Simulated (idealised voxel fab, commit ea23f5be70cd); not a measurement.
Presented below is a process module, voxel air gaps.
235 nm wide, 5 nm square cells: that's cross-section cut.
When this document writes out a cross-section, it uses a grid of square cells and lists it as bands, beginning at the top and moving down, with a band standing for one or more rows of cells.
Each band's line starts with the height of the band's top and of its bottom, in nm. Then come its materials from left to right, each with its width in nm. One material with "all across" fills the band from edge to edge. "air" is empty space.
Where do heights start? At 0: under that level the wafer as delivered is made of one material only. And the lowest band has no floor; it just carries on downward, as in "from 0 down".
Width "30->40": first value at the band's top row of cells, second value at its bottom row, equal change from row to row.
"identical to before", as given for a step, is the statement that not any cell of the cross-section underwent a change during that step.
"Tabulated closed voids" - sealed voids, min. 8 cells, no opening to top; format: width x height at distance (distance from left edge; nm throughout).
That trailing text on a step's line, after the settings, is the simulator's own remark on the step.
overlay nm: on a step with a mask, how far right of its planned place the mask lay; negative means left.
[Intended process steps]
| 1 | RECEIVE,material Si |
| 2 | CONFORMAL_DEP,material SiO2,thk nm 10 |
| 3 | CONFORMAL_DEP,material SiCN,thk nm 5 |
| 4 | DIRECTIONAL_DEP,material SiO2,thk nm 40 |
| 5 | MASKED_ETCH,tone open,mask id LINES,width nm 15,pitch nm 45,etch materials SiO2,depth nm 40,overlay nm 0 |
| 6 | CONFORMAL_DEP,material TiN,thk nm 5 |
| 7 | FILL_DEP,material W,thk nm 5 |
| 8 | CMP,height nm 55 |
| 9 | EPI,material Ru,thk nm 10 |
| 10 | SELECTIVE_ETCH,etch materials SiO2,depth nm 50 |
| 11 | CONFORMAL_DEP,material SiCN,thk nm 5 |
Among the wafers covered here, the point of difference is the width nm at step 5; their starting state is shared, and the plan presents the value of the first wafer.
[first wafer as received, after step 1]
from 0 down = Si all across
Tabulated closed voids: none
[Shown in cross-section: the first of several wafers at the end of the module, after its last step, step 11]
from 70 to 65 = air: 30, then SiCN: 180, then air: 25
from 65 to 55 = air: 30, then SiCN: 5, then Ru: 35, then SiCN: 10, then Ru: 35, then SiCN: 10, then Ru: 35, then SiCN: 10, then Ru: 35, then SiCN: 5, then air: 25
from 55 to 50 = air: 30, then SiCN: 15, then TiN: 5, then W: 5, then TiN: 5, then SiCN: 30, then TiN: 5, then W: 5, then TiN: 5, then SiCN: 30, then TiN: 5, then W: 5, then TiN: 5, then SiCN: 30, then TiN: 5, then W: 5, then TiN: 5, then SiCN: 15, then air: 25
from 50 to 20 = air: 40, then SiCN: 5, then TiN: 5, then W: 5, then TiN: 5, then SiCN: 5, then air: 20, then SiCN: 5, then TiN: 5, then W: 5, then TiN: 5, then SiCN: 5, then air: 20, then SiCN: 5, then TiN: 5, then W: 5, then TiN: 5, then SiCN: 5, then air: 20, then SiCN: 5, then TiN: 5, then W: 5, then TiN: 5, then SiCN: 5, then air: 35
from 20 to 15 = SiCN: 45, then TiN: 15, then SiCN: 30, then TiN: 15, then SiCN: 30, then TiN: 15, then SiCN: 30, then TiN: 15, then SiCN: 40
from 15 to 10 = SiCN all across
from 10 to 0 = SiO2 all across
from 0 down = Si all across
Tabulated closed voids: 20 x 30 at 65; 20 x 30 at 110; 20 x 30 at 155
[Here's the last wafer cross-sectioned at the end of the module]
from 70 to 65 = air: 20, then SiCN: 195, then air: 20
from 65 to 55 = air: 20, then SiCN: 5, then Ru: 185, then SiCN: 5, then air: 20
from 55 to 50 = air: 20, then SiCN: 15, then TiN: 5, then W: 20, then TiN: 5, then SiO2: 15, then TiN: 5, then W: 20, then TiN: 5, then SiO2: 15, then TiN: 5, then W: 20, then TiN: 5, then SiO2: 15, then TiN: 5, then W: 20, then TiN: 5, then SiCN: 15, then air: 20
from 50 to 20 = air: 30, then SiCN: 5, then TiN: 5, then W: 20, then TiN: 5, then SiO2: 15, then TiN: 5, then W: 20, then TiN: 5, then SiO2: 15, then TiN: 5, then W: 20, then TiN: 5, then SiO2: 15, then TiN: 5, then W: 20, then TiN: 5, then SiCN: 5, then air: 30
from 20 to 15 = SiCN: 35, then TiN: 30, then SiO2: 15, then TiN: 30, then SiO2: 15, then TiN: 30, then SiO2: 15, then TiN: 30, then SiCN: 35
from 15 to 10 = SiCN all across
from 10 to 0 = SiO2 all across
from 0 down = Si all across
Tabulated closed voids: none
[Below: a row per wafer. Contents at end of module: for every material, cells gained since receipt (+) or lost since receipt (-); then closed voids]
width nm 15, +56 Ru, +206 SiCN, +94 SiO2, +68 TiN, +28 W, Tabulated closed voids: 20 x 30 at 65; 20 x 30 at 110; 20 x 30 at 155
width nm 20, +64 Ru, +194 SiCN, +94 SiO2, +72 TiN, +56 W, Tabulated closed voids: 15 x 30 at 65; 15 x 30 at 110; 15 x 30 at 155
width nm 25, +72 Ru, +122 SiCN, +190 SiO2, +76 TiN, +84 W, Tabulated closed voids: none
width nm 30, +74 Ru, +122 SiCN, +166 SiO2, +80 TiN, +112 W, Tabulated closed voids: none
